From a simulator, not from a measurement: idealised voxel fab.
process module | voxel self aligned contacts
cross-section cut | 265 nm wide | cells 5 nm
A cross-section is a grid of square cells, given in bands from the top down. A band is one or more rows of cells.
Each band's line starts with the height of the band's top and of its bottom, in nm. Then come its materials from left to right, each with its width in nm. One material with "throughout" fills the band from edge to edge. "air" is empty space.
Height 0 is the level under which the wafer as received is all one material. The lowest band goes on downwards, as in "0 down".
A width such as "30 to 40" changes by the same amount from each row of cells to the next, from the band's top row to its bottom row.
"no change" after a step means that no cell of the cross-section changed.
closed voids: empty space of 8 cells or more with no open way to the top, each as width x height at its distance from the left edge, in nm
after a step's settings: what the simulator itself notes on the step
overlay nm, on a step with a mask: how far to the right of its planned place the mask lay; to the left if negative
plan
1 op RECEIVE | material Si
2 op OXIDIZE | depth nm 5
3 op DIRECTIONAL_DEP | material polySi | thk nm 20
4 op DIRECTIONAL_DEP | material SiN | thk nm 20
5 op MASKED_ETCH | tone cover | mask id GATE | width nm 35 | pitch nm 60 | etch materials SiN | depth nm 20 | overlay nm 0
6 op MASKED_ETCH | tone cover | mask id GATE | width nm 35 | pitch nm 60 | etch materials polySi | depth nm 20 | overlay nm 0
7 op CONFORMAL_DEP | material SiN | thk nm 5
8 op DIRECTIONAL_ETCH | etch materials SiN | depth nm 5
9 op FILL_DEP | material SiO2 | thk nm 10
10 op CMP | height nm 45
11 op PATTERN | tone open | mask id CONTACT | material resist | width nm 45 | thk nm 20 | overlay nm 0
12 op DIRECTIONAL_ETCH | etch materials SiO2 | depth nm 50
13 op STRIP | etch materials resist
14 op CONFORMAL_DEP | material TiN | thk nm 5
15 op FILL_DEP | material W | thk nm 10
16 op CMP | height nm 45
17 op CONFORMAL_DEP | material SiN | thk nm 5
as received, after step 1
  0 down: Si throughout
  closed voids: none
a wafer at the end: this start, this plan, one mistake
  50 to 45: SiN throughout
  45 to 40: SiO2 80 | SiN 45 | TiN 15 | SiN 45 | SiO2 80
  40 to 20: SiN throughout
  20 to 0: polySi throughout
  0 to -5: SiO2 throughout
  -5 down: Si throughout
  closed voids: none
what went wrong: step 4 was run twice
